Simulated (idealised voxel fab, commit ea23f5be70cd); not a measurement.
process module | voxel gate over fins
Each square cell in cross-section cut measures 5 nm, and the section as a whole is 170 nm wide.
In what follows, cross-sections appear as grids of square cells, described through bands that run from the top down, where every band is one or more rows of cells. Top height, bottom height, nm. Materials left to right, width each, nm. Single material + "throughout" = fills band edge to edge. "air" = empty. Heights are reckoned from 0. Under this level, the received wafer is all of one material. The bottommost band is open-ended downward, for example "0 nm and below". You'd read "30..40" like this: the band's top row of cells is as wide as the first number, its bottom row is as wide as the second, and going down, every row changes width by the same amount as the row before did. When a step is marked "remained the same", none of the cells in the cross-section changed during that step. "Listed closed voids": empty spaces of 8 cells or more with no open way to the top, each given as width x height at distance, distance from the left edge, all in nm. If you see something after the settings on a step's line, that's the simulator's own remark about that step. Steps that use a mask can have "overlay nm" on their line. It says how far the mask sat to the right of where it was meant to be. Negative means to the left.

[Here's what the planned process steps look like]
step 1: op RECEIVE | material Si
step 2: op CONFORMAL_DEP | material SiN | thk nm 5
step 3: op PATTERN | tone cover | mask id FINS | material resist | width nm 15 | pitch nm 60 | thk nm 20 | overlay nm 0
step 4: op DIRECTIONAL_ETCH | etch materials SiN | depth nm 5
step 5: op DIRECTIONAL_ETCH | etch materials Si | depth nm 40
step 6: op STRIP | etch materials resist
step 7: op OXIDIZE | depth nm 5
step 8: op FILL_DEP | material SiO2 | thk nm 15
step 9: op CMP | height nm 5
step 10: op DIRECTIONAL_DEP | material aC | thk nm 10
step 11: op PATTERN | tone open | mask id RAIL | material resist | width nm 15 | thk nm 25 | overlay nm 0
step 12: op DIRECTIONAL_ETCH | etch materials aC | depth nm 10
step 13: op STRIP | etch materials resist
step 14: op DIRECTIONAL_ETCH | etch materials SiO2 | depth nm 40
step 15: op STRIP | etch materials aC
step 16: op CONFORMAL_DEP | material TiN | thk nm 5
step 17: op FILL_DEP | material W | thk nm 10
step 18: op CMP | height nm 5
step 19: op SELECTIVE_ETCH | etch materials W Ru TiN | depth nm 20
step 20: op FILL_DEP | material SiO2 | thk nm 5
step 21: op CMP | height nm 5
step 22: op SELECTIVE_ETCH | etch materials SiO2 | depth nm 15
step 23: op STRIP | etch materials SiN
step 24: op CONFORMAL_DEP | material HfO2 | thk nm 5
step 25: op CONFORMAL_DEP | material TiN | thk nm 5
step 26: op FILL_DEP | material W | thk nm 15
step 27: op CMP | height nm 20
step 28: op CONFORMAL_DEP | material SiN | thk nm 10

[Cross-section of the incoming wafer, state after step 1]
	0 nm and below | Si throughout
	Listed closed voids: none

[End-of-module cross-section. Starting structure and process plan as above; one mistake made in running it]
	30 nm to 20 nm | TiN throughout
	20 nm to 10 nm | W throughout
	10 nm to 5 nm | W 10 nm, TiN 25 nm, W 35 nm, TiN 25 nm, W 35 nm, TiN 25 nm, W 15 nm
	5 nm to 0 nm | W 10 nm, TiN 5 nm, HfO2 15 nm, TiN 5 nm, W 35 nm, TiN 5 nm, HfO2 15 nm, TiN 5 nm, W 35 nm, TiN 5 nm, HfO2 15 nm, TiN 5 nm, W 15 nm
	0 nm to -5 nm | TiN 15 nm, HfO2 5 nm, Si 5 nm, HfO2 5 nm, TiN 45 nm, HfO2 5 nm, Si 5 nm, HfO2 5 nm, TiN 45 nm, HfO2 5 nm, Si 5 nm, HfO2 5 nm, TiN 20 nm
	-5 nm to -10 nm | HfO2 20 nm, Si 5 nm, HfO2 55 nm, Si 5 nm, HfO2 55 nm, Si 5 nm, HfO2 25 nm
	-10 nm to -15 nm | SiO2 20 nm, Si 5 nm, SiO2 55 nm, Si 5 nm, SiO2 55 nm, Si 5 nm, SiO2 25 nm
	-15 nm to -30 nm | SiO2 20 nm, Si 5 nm, SiO2 20 nm, TiN 5 nm, W 5 nm, TiN 5 nm, SiO2 20 nm, Si 5 nm, SiO2 55 nm, Si 5 nm, SiO2 25 nm
	-30 nm to -35 nm | SiO2 20 nm, Si 5 nm, SiO2 20 nm, TiN 15 nm, SiO2 20 nm, Si 5 nm, SiO2 55 nm, Si 5 nm, SiO2 25 nm
	-35 nm to -45 nm | SiO2 20 nm, Si 5 nm, SiO2 55 nm, Si 5 nm, SiO2 55 nm, Si 5 nm, SiO2 25 nm
	-45 nm and below | Si throughout
	Listed closed voids: none
Want to know what went wrong? heads up, step 28 didn't go per plan, it actually ran as op CONFORMAL_DEP | material TiN | thk nm 10
